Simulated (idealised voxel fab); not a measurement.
Process module under the name voxel released beams
265 nm wide, 5 nm square cells: that's cross-section cut.
A cross-section is a grid of square cells, given in bands from the top down. A band is one or more rows of cells. Each band's line starts with the height of the band's top and of its bottom, in nm. Then come its materials from left to right, each with its width in nm. One material with "full width" fills the band from edge to edge. "blank" is empty space. Heights are measured from 0, the level below which the as-received wafer is all one material; the lowest band has no bottom and continues downward, written as in "0 nm and below". A width given as "30..40" starts at the first number in the band's top row and ends at the second number in its bottom row, shifting by an equal amount at every step from row to row. The cross-section has no changed cell in any step marked "no change". For the entry "Closed cavity list", the listed items are empty spaces with no open way to the top whose size is 8 cells or more; each item follows the pattern width x height at distance, where distance is from the left edge and all three are in nm. What comes after the settings on a step's line is commentary from the simulator itself on that step. For masked steps, "overlay nm" on the step line gives how far right of plan the mask actually lay; a minus sign means it lay to the left.
BELOW IS THE LIST OF PLANNED PROCESS STEPS
1. op RECEIVE | material Si
2. op CONFORMAL_DEP | material SiN | thk nm 5
3. op DIRECTIONAL_DEP | material SiO2 | thk nm 20
4. op DIRECTIONAL_DEP | material aC | thk nm 10
5. op PATTERN | tone open | mask id ANCHOR | material resist | width nm 25 | thk nm 25 | overlay nm 0
6. op DIRECTIONAL_ETCH | etch materials aC | depth nm 10
7. op STRIP | etch materials resist
8. op DIRECTIONAL_ETCH | etch materials SiO2 | depth nm 20
9. op STRIP | etch materials aC
10. op CONFORMAL_DEP | material W | thk nm 10
11. op MASKED_ETCH | tone cover | mask id BEAM | width nm 95 | etch materials W | depth nm 10 | overlay nm 0
12. op STRIP | etch materials SiO2
FIRST OF TWO WAFERS: RUN AS PLANNED
WAFER AS RECEIVED: CROSS-SECTION FOLLOWING STEP 1
0 nm and below  Si full width
Closed cavity list: none
CROSS-SECTION THROUGH THE WAFER, STEP 2 FINISHED
5 nm to 0 nm  SiN full width
Below a height of 0, the structure has not been altered.
CROSS-SECTION THROUGH THE WAFER, STEP 3 FINISHED
25 nm to 5 nm  SiO2 full width
Below a height of 5, the structure has not been altered.
CROSS-SECTION THROUGH THE WAFER, STEP 4 FINISHED
35 nm to 25 nm  aC full width
Below a height of 25, the structure has not been altered.
CROSS-SECTION THROUGH THE WAFER, STEP 5 FINISHED
60 nm to 35 nm  85 nm resist; 25 nm blank; 155 nm resist
Below a height of 35, the structure has not been altered.
CROSS-SECTION THROUGH THE WAFER, STEP 6 FINISHED
50 nm to 35 nm  85 nm resist; 25 nm blank; 155 nm resist
35 nm to 25 nm  85 nm aC; 25 nm blank; 155 nm aC
Below a height of 25, the structure has not been altered.
CROSS-SECTION THROUGH THE WAFER, STEP 7 FINISHED
35 nm to 25 nm  85 nm aC; 25 nm blank; 155 nm aC
Below a height of 25, the structure has not been altered.
CROSS-SECTION THROUGH THE WAFER, STEP 8 FINISHED
35 nm to 25 nm  85 nm aC; 25 nm blank; 155 nm aC
25 nm to 5 nm  85 nm SiO2; 25 nm blank; 155 nm SiO2
Below a height of 5, the structure has not been altered.
CROSS-SECTION THROUGH THE WAFER, STEP 9 FINISHED
25 nm to 5 nm  85 nm SiO2; 25 nm blank; 155 nm SiO2
Below a height of 5, the structure has not been altered.
CROSS-SECTION THROUGH THE WAFER, STEP 10 FINISHED
35 nm to 25 nm  95 nm W; 5 nm blank; 165 nm W
25 nm to 15 nm  85 nm SiO2; 10 nm W; 5 nm blank; 10 nm W; 155 nm SiO2
15 nm to 5 nm  85 nm SiO2; 25 nm W; 155 nm SiO2
Below a height of 5, the structure has not been altered.
CROSS-SECTION THROUGH THE WAFER, STEP 11 FINISHED
35 nm to 25 nm  80 nm blank; 15 nm W; 5 nm blank; 75 nm W; 90 nm blank
Below a height of 25, the structure has not been altered.
CROSS-SECTION THROUGH THE WAFER, STEP 12 FINISHED
35 nm to 25 nm  80 nm blank; 15 nm W; 5 nm blank; 75 nm W; 90 nm blank
25 nm to 15 nm  85 nm blank; 10 nm W; 5 nm blank; 10 nm W; 155 nm blank
15 nm to 5 nm  85 nm blank; 25 nm W; 155 nm blank
Below a height of 5, the structure has not been altered.
WAFER TWO OF TWO - SAME STARTING POINT, SAME PROCESS PLAN, ONE MISTAKE IN EXECUTION; MATCHES WAFER ONE UP TO AND INCLUDING STEP 11
PLANNED END OF STEP 12: SECOND WAFER, CROSS-SECTION
25 nm to 5 nm  85 nm SiO2; 25 nm blank; 155 nm SiO2
Below a height of 5, the structure has not been altered.
Deviation from plan: so step 12 ended up running with a different setting than we planned, it ran as op STRIP | etch materials W
Wafer comparison, final, in cells, second relative to first, materials more or fewer: SiO2: 192 more; W: 54 fewer
